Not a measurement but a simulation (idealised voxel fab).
Process module in this document: voxel capacitor over wiring
The figure presents cross-section cut, which has a width of 255 nm and is divided into square cells with an edge length of 5 nm.
Cross-section, as written here: a square-cell grid given band by band from the top down, where a band holds one or more rows of cells. Per band: top height and bottom height in nm, followed by the left-to-right materials and their widths in nm; "all across" marks a single material spanning edge to edge, "blank" marks empty space. Height is counted from the level 0, under which the received wafer is composed throughout of one material. The lowest of the bands is not closed at the bottom but continues downward, in the notation "0 and below". Width spec "30..40" -> top row of cells at first value, bottom row at second value, equal per-row change in between. Given "nothing got changed" for a step, no cell of the cross-section differs between before and after that step. The entry titled "Voids lacking openings" provides the empty spaces that have no open way to the top, restricted to those of 8 cells or more. Each is presented as width x height at distance, the distance being measured from the left edge, with all three in nm. Step line, after settings: the simulator's comment on this step. What "overlay nm" on a step's line means: if the step has a mask, that mask lay this far to the right of its planned place, or, when the value is negative, to the left.

So here's the lineup of process steps we planned
step 1: RECEIVE with material Si
step 2: CONFORMAL_DEP with material SiO2, thk nm 10
step 3: CONFORMAL_DEP with material SiCN, thk nm 5
step 4: DIRECTIONAL_DEP with material lowk, thk nm 20
step 5: DIRECTIONAL_DEP with material aC, thk nm 10
step 6: PATTERN with tone open, mask id METAL_1, material resist, width nm 30, pitch nm 80, thk nm 25, overlay nm 0
step 7: DIRECTIONAL_ETCH with etch materials aC, depth nm 10
step 8: STRIP with etch materials resist
step 9: DIRECTIONAL_ETCH with etch materials lowk, depth nm 20
step 10: DIRECTIONAL_ETCH with etch materials SiCN, depth nm 5
step 11: STRIP with etch materials aC
step 12: CONFORMAL_DEP with material TiN, thk nm 5
step 13: FILL_DEP with material Cu, thk nm 5
step 14: CMP with height nm 35
step 15: CONFORMAL_DEP with material SiCN, thk nm 5
step 16: DIRECTIONAL_DEP with material lowk, thk nm 10
step 17: MASKED_ETCH with tone open, mask id PLUG_1, width nm 15, etch materials lowk, depth nm 10, overlay nm 0
step 18: MASKED_ETCH with tone open, mask id PLUG_1, width nm 15, etch materials SiCN, depth nm 5, overlay nm 0
step 19: EPI with material Ru, thk nm 10
step 20: EPI with material Ru, thk nm 5
step 21: DIRECTIONAL_DEP with material TiN, thk nm 10
step 22: DIRECTIONAL_DEP with material Al2O3, thk nm 5
step 23: DIRECTIONAL_DEP with material TiN, thk nm 10
step 24: PATTERN with tone cover, mask id UPPER_PLATE, material resist, width nm 55, thk nm 20, overlay nm 0
step 25: DIRECTIONAL_ETCH with etch materials TiN, depth nm 10
step 26: DIRECTIONAL_ETCH with etch materials Al2O3, depth nm 5
step 27: STRIP with etch materials resist
step 28: MASKED_ETCH with tone cover, mask id LOWER_PLATE, width nm 65, etch materials TiN, depth nm 10, overlay nm 0
step 29: FILL_DEP with material SiO2, thk nm 15
step 30: CMP with height nm 85
step 31: MASKED_ETCH with tone open, mask id PLUG_2, width nm 15, etch materials SiO2, depth nm 10, overlay nm 0
step 32: CONFORMAL_DEP with material TiN, thk nm 5
step 33: FILL_DEP with material Ru, thk nm 5
step 34: CMP with height nm 85
step 35: CONFORMAL_DEP with material SiN, thk nm 5

Incoming wafer, cross-sectional view, post step 1
  0 and below: Si all across
  Voids lacking openings: none

Cross-section, first of two wafers, end of module, run as planned
  90 down to 85: SiN all across
  85 down to 80: SiO2 (95); TiN (5); Ru (5); TiN (5); SiO2 (145)
  80 down to 75: SiO2 (95); TiN (15); SiO2 (145)
  75 down to 65: SiO2 (85); TiN (55); SiO2 (115)
  65 down to 60: SiO2 (85); Al2O3 (55); SiO2 (115)
  60 down to 50: SiO2 (80); TiN (65); SiO2 (110)
  50 down to 40: lowk (85); Ru (15); lowk (155)
  40 down to 35: SiCN (85); Ru (15); SiCN (155)
  35 down to 15: lowk (70); TiN (5); Cu (20); TiN (5); lowk (50); TiN (5); Cu (20); TiN (5); lowk (75)
  15 down to 10: SiCN (70); TiN (30); SiCN (50); TiN (30); SiCN (75)
  10 down to 0: SiO2 all across
  0 and below: Si all across
  Voids lacking openings: none

Second wafer at the end: like start, like plan, one mistake
  90 down to 85: SiN all across
  85 down to 80: SiO2 (95); TiN (5); Ru (5); TiN (5); SiO2 (145)
  80 down to 75: SiO2 (95); TiN (15); SiO2 (145)
  75 down to 65: SiO2 (85); TiN (55); SiO2 (115)
  65 down to 60: SiO2 (85); Al2O3 (55); SiO2 (115)
  60 down to 50: SiO2 (80); TiN (65); SiO2 (110)
  50 down to 40: lowk (85); Ru (15); lowk (155)
  40 down to 35: SiCN (85); Ru (15); SiCN (155)
  35 down to 15: lowk (75); TiN (5); Cu (20); TiN (5); lowk (50); TiN (5); Cu (20); TiN (5); lowk (70)
  15 down to 10: SiCN (75); TiN (30); SiCN (50); TiN (30); SiCN (70)
  10 down to 0: SiO2 all across
  0 and below: Si all across
  Voids lacking openings: none
Finding, execution versus plan: planned and actual differ for step 6; actual: PATTERN with tone open, mask id METAL_1, material resist, width nm 30, pitch nm 80, thk nm 25, overlay nm 5
Heads up: at the end the two wafers have identical cell counts per material, they're just laid out differently.
